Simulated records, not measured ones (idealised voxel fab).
process module | voxel released beams
cross-section cut | 190 nm wide | cells 5 nm
A cross-section is a grid of square cells, given in bands from the top down. A band is one or more rows of cells.
Each band's line starts with the height of the band's top and of its bottom, in nm. Then come its materials from left to right, each with its width in nm. One material with "throughout" fills the band from edge to edge. "air" is empty space.
Height 0 is the level under which the wafer as received is all one material. The lowest band goes on downwards, as in "0 down".
A width such as "30 to 40" changes by the same amount from each row of cells to the next, from the band's top row to its bottom row.
"no change" after a step means that no cell of the cross-section changed.
closed voids: empty space of 8 cells or more with no open way to the top, each as width x height at its distance from the left edge, in nm
after a step's settings: what the simulator itself notes on the step
overlay nm, on a step with a mask: how far to the right of its planned place the mask lay; to the left if negative
plan
1 op RECEIVE | material Si
2 op CONFORMAL_DEP | material SiN | thk nm 5
3 op DIRECTIONAL_DEP | material SiO2 | thk nm 20
4 op PATTERN | tone open | mask id ANCHOR | material resist | width nm 35 | thk nm 15 | overlay nm 0
5 op DIRECTIONAL_ETCH | etch materials SiO2 | depth nm 20
6 op STRIP | etch materials resist
7 op CONFORMAL_DEP | material W | thk nm 10
8 op PATTERN | tone cover | mask id BEAM | material resist | width nm 120 | thk nm 15 | overlay nm 0
9 op DIRECTIONAL_ETCH | etch materials W | depth nm 10
10 op STRIP | etch materials resist
11 op STRIP | etch materials SiO2
first wafer, as planned
as received, after step 1
  0 down: Si throughout
  closed voids: none
after step 2
  5 to 0: SiN throughout
  below 0: unchanged
after step 3
  25 to 5: SiO2 throughout
  below 5: unchanged
after step 4
  40 to 25: resist 35 | air 35 | resist 120
  below 25: unchanged
after step 5
  40 to 25: resist 35 | air 35 | resist 120
  25 to 5: SiO2 35 | air 35 | SiO2 120
  below 5: unchanged
after step 6
  25 to 5: SiO2 35 | air 35 | SiO2 120
  below 5: unchanged
after step 7
  35 to 25: W 45 | air 15 | W 130
  25 to 15: SiO2 35 | W 10 | air 15 | W 10 | SiO2 120
  15 to 5: SiO2 35 | W 35 | SiO2 120
  below 5: unchanged
after step 8
  50 to 35: air 30 | resist 120 | air 40
  35 to 25: W 45 | resist 15 | W 130
  25 to 15: SiO2 35 | W 10 | resist 15 | W 10 | SiO2 120
  below 15: unchanged
after step 9
  50 to 35: air 30 | resist 120 | air 40
  35 to 25: air 30 | W 15 | resist 15 | W 90 | air 40
  below 25: unchanged
after step 10
  35 to 25: air 30 | W 15 | air 15 | W 90 | air 40
  25 to 15: SiO2 35 | W 10 | air 15 | W 10 | SiO2 120
  below 15: unchanged
after step 11
  35 to 25: air 30 | W 15 | air 15 | W 90 | air 40
  25 to 15: air 35 | W 10 | air 15 | W 10 | air 120
  15 to 5: air 35 | W 35 | air 120
  below 5: unchanged
second wafer: like start, like plan, one mistake. Through step 1 it matches the first wafer
when step 2 should have ended: no change
when step 3 should have ended
  20 to 0: SiO2 throughout
  below 0: unchanged
when step 4 should have ended
  35 to 20: resist 35 | air 35 | resist 120
  below 20: unchanged
when step 5 should have ended
  35 to 20: resist 35 | air 35 | resist 120
  20 to 0: SiO2 35 | air 35 | SiO2 120
  below 0: unchanged
when step 6 should have ended
  20 to 0: SiO2 35 | air 35 | SiO2 120
  below 0: unchanged
when step 7 should have ended
  30 to 20: W 45 | air 15 | W 130
  20 to 10: SiO2 35 | W 10 | air 15 | W 10 | SiO2 120
  10 to 0: SiO2 35 | W 35 | SiO2 120
  below 0: unchanged
when step 8 should have ended
  45 to 30: air 30 | resist 120 | air 40
  30 to 20: W 45 | resist 15 | W 130
  20 to 10: SiO2 35 | W 10 | resist 15 | W 10 | SiO2 120
  below 10: unchanged
when step 9 should have ended
  45 to 30: air 30 | resist 120 | air 40
  30 to 20: air 30 | W 15 | resist 15 | W 90 | air 40
  below 20: unchanged
when step 10 should have ended
  30 to 20: air 30 | W 15 | air 15 | W 90 | air 40
  20 to 10: SiO2 35 | W 10 | air 15 | W 10 | SiO2 120
  below 10: unchanged
when step 11 should have ended
  30 to 20: air 30 | W 15 | air 15 | W 90 | air 40
  20 to 10: air 35 | W 10 | air 15 | W 10 | air 120
  10 to 0: air 35 | W 35 | air 120
  below 0: unchanged
what went wrong: step 2 was left out
at the end the second wafer has, in cells: 38 fewer of SiN
